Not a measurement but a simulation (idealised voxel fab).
This is a process module. Its name is voxel transistor to metal.
Section cut is 155 nm wide and gridded with 5 nm square cells.
Square cells in a grid make up a cross-section in this document, and the grid is given as bands, listed from the top down, each one or more rows of cells. Each band's line starts with the height of the band's top and of its bottom, in nm. Then come its materials from left to right, each with its width in nm. One material with "edge to edge" fills the band from edge to edge. "empty" is empty space. Heights are reckoned from 0. Under this level, the received wafer is all of one material. The bottommost band is open-ended downward, for example "top 0, no bottom". It should be noted that a width expressed as "30->40" varies in equal increments from row to row of cells within the band, taking the value of the first number at the top row and that of the second number at the bottom row. Any step labelled "everything unchanged" changed none of the cells in the cross-section. "Fully enclosed voids" - sealed voids, min. 8 cells, no opening to top; format: width x height at distance (distance from left edge; nm throughout). Formally, on a step line, whatever follows the settings is a remark that the simulator itself makes on the step. overlay nm: step with mask; distance mask lay right of planned place; negative value = left of planned place.

[List of planned process steps]
step 1: RECEIVE: material Si
step 2: CONFORMAL_DEP: material SiO2, thk nm 5
step 3: CONFORMAL_DEP: material SiN, thk nm 15
step 4: MASKED_ETCH: tone cover, mask id ACTIVE, width nm 120, etch materials SiN, depth nm 15, overlay nm 0
step 5: MASKED_ETCH: tone cover, mask id ACTIVE, width nm 120, etch materials SiO2, depth nm 5, overlay nm 0
step 6: MASKED_ETCH: tone cover, mask id ACTIVE, width nm 120, etch materials Si, depth nm 20, overlay nm 0
step 7: FILL_DEP: material SiO2, thk nm 5
step 8: CMP: height nm 20
step 9: SELECTIVE_ETCH: etch materials SiO2, depth nm 10
step 10: STRIP: etch materials SiN
step 11: SELECTIVE_ETCH: etch materials SiO2, depth nm 5
step 12: OXIDIZE: depth nm 5
step 13: DIRECTIONAL_DEP: material polySi, thk nm 20
step 14: DIRECTIONAL_DEP: material SiCN, thk nm 15
step 15: PATTERN: tone cover, mask id GATE, material resist, width nm 30, thk nm 15, overlay nm 0
step 16: DIRECTIONAL_ETCH: etch materials SiCN, depth nm 25
step 17: DIRECTIONAL_ETCH: etch materials polySi, depth nm 30
step 18: STRIP: etch materials resist
step 19: CONFORMAL_DEP: material SiN, thk nm 5
step 20: DIRECTIONAL_ETCH: etch materials SiN, depth nm 5
step 21: DIRECTIONAL_ETCH: etch materials SiO2, depth nm 5
step 22: DIRECTIONAL_ETCH: etch materials Si, depth nm 15
step 23: EPI: material SiGe, thk nm 15
step 24: FILL_DEP: material SiO2, thk nm 10
step 25: CMP: height nm 20
step 26: STRIP: etch materials polySi
step 27: SELECTIVE_ETCH: etch materials SiO2, depth nm 5
step 28: CONFORMAL_DEP: material HfO2, thk nm 5
step 29: CONFORMAL_DEP: material TiN, thk nm 5
step 30: FILL_DEP: material W, thk nm 10
step 31: CMP: height nm 15
step 32: DIRECTIONAL_DEP: material SiO2, thk nm 15
step 33: PATTERN: tone open, mask id CONTACT, material resist, width nm 20, pitch nm 80, thk nm 20, overlay nm 0
step 34: DIRECTIONAL_ETCH: etch materials SiO2, depth nm 35
step 35: STRIP: etch materials resist
step 36: CONFORMAL_DEP: material TiN, thk nm 5
step 37: FILL_DEP: material W, thk nm 5
step 38: CMP: height nm 30
step 39: DIRECTIONAL_DEP: material TiN, thk nm 5
step 40: DIRECTIONAL_DEP: material Ru, thk nm 25
step 41: MASKED_ETCH: tone cover, mask id METAL_1, width nm 20, pitch nm 80, etch materials Ru, depth nm 25, overlay nm 0
step 42: MASKED_ETCH: tone cover, mask id METAL_1, width nm 20, pitch nm 80, etch materials TiN, depth nm 5, overlay nm 0
step 43: FILL_DEP: material lowk, thk nm 10
step 44: CMP: height nm 60
step 45: CONFORMAL_DEP: material SiCN, thk nm 5
step 46: DIRECTIONAL_DEP: material SiO2, thk nm 35
step 47: MASKED_ETCH: tone open, mask id METAL_2, width nm 20, pitch nm 80, etch materials SiO2, depth nm 20, overlay nm 0
step 48: DIRECTIONAL_DEP: material aC, thk nm 10
step 49: PATTERN: tone open, mask id METAL_2_HOLES, material resist, width nm 15, pitch nm 80, thk nm 30, overlay nm 0
step 50: DIRECTIONAL_ETCH: etch materials aC, depth nm 10
step 51: STRIP: etch materials resist
step 52: DIRECTIONAL_ETCH: etch materials SiO2, depth nm 15
step 53: DIRECTIONAL_ETCH: etch materials SiCN, depth nm 5
step 54: STRIP: etch materials aC
step 55: CONFORMAL_DEP: material TiN, thk nm 5
step 56: FILL_DEP: material Cu, thk nm 10
step 57: CMP: height nm 100
step 58: CONFORMAL_DEP: material SiCN, thk nm 5

[Wafer cross-section on receipt, i.e. after step 1]
* top 0, no bottom | Si edge to edge
* Fully enclosed voids: none

[The following cross-section depicts the wafer upon conclusion of the module. Processing commenced from the starting condition illustrated above and adhered to the plan illustrated above, save for one mistake in execution]
* top 105, bottom 100 | SiCN edge to edge
* top 100, bottom 85 | SiO2=25  TiN=5  Cu=10  TiN=5  SiO2=60  TiN=5  Cu=10  TiN=5  SiO2=30
* top 85, bottom 80 | SiO2=25  TiN=5  Cu=5  TiN=10  SiO2=60  TiN=5  Cu=5  TiN=10  SiO2=30
* top 80, bottom 65 | SiO2=25  TiN=5  Cu=5  TiN=5  SiO2=65  TiN=5  Cu=5  TiN=5  SiO2=35
* top 65, bottom 60 | SiCN=25  TiN=15  SiCN=65  TiN=15  SiCN=35
* top 60, bottom 35 | lowk=25  Ru=20  lowk=60  Ru=20  lowk=30
* top 35, bottom 30 | lowk=25  TiN=20  lowk=60  TiN=20  lowk=30
* top 30, bottom 15 | SiO2=25  TiN=5  W=10  TiN=5  SiO2=60  TiN=5  W=10  TiN=5  SiO2=30
* top 15, bottom 10 | SiO2=25  TiN=5  W=5  TiN=10  SiO2=10  SiN=5  SiCN=30  SiN=5  SiO2=10  TiN=10  W=5  TiN=5  SiO2=30
* top 10, bottom 5 | SiO2=25  TiN=5  W=5  TiN=5  SiGe=15  SiN=5  SiCN=30  SiN=5  SiGe=15  TiN=5  W=5  TiN=5  SiO2=30
* top 5, bottom 0 | SiO2=10  SiN=5  SiO2=10  TiN=5  W=5  TiN=5  SiGe=15  SiN=5  SiCN=30  SiN=5  SiGe=15  TiN=5  W=5  TiN=5  SiO2=10  SiN=5  SiO2=15
* top 0, bottom -5 | SiO2=25  TiN=15  SiGe=15  SiO2=40  SiGe=15  TiN=15  SiO2=30
* top -5, bottom -20 | SiO2=15  SiGe=40  Si=40  SiGe=40  SiO2=20
* top -20, no bottom | Si edge to edge
* Fully enclosed voids: none
Diagnosis: step 13 of the plan: omitted, not performed
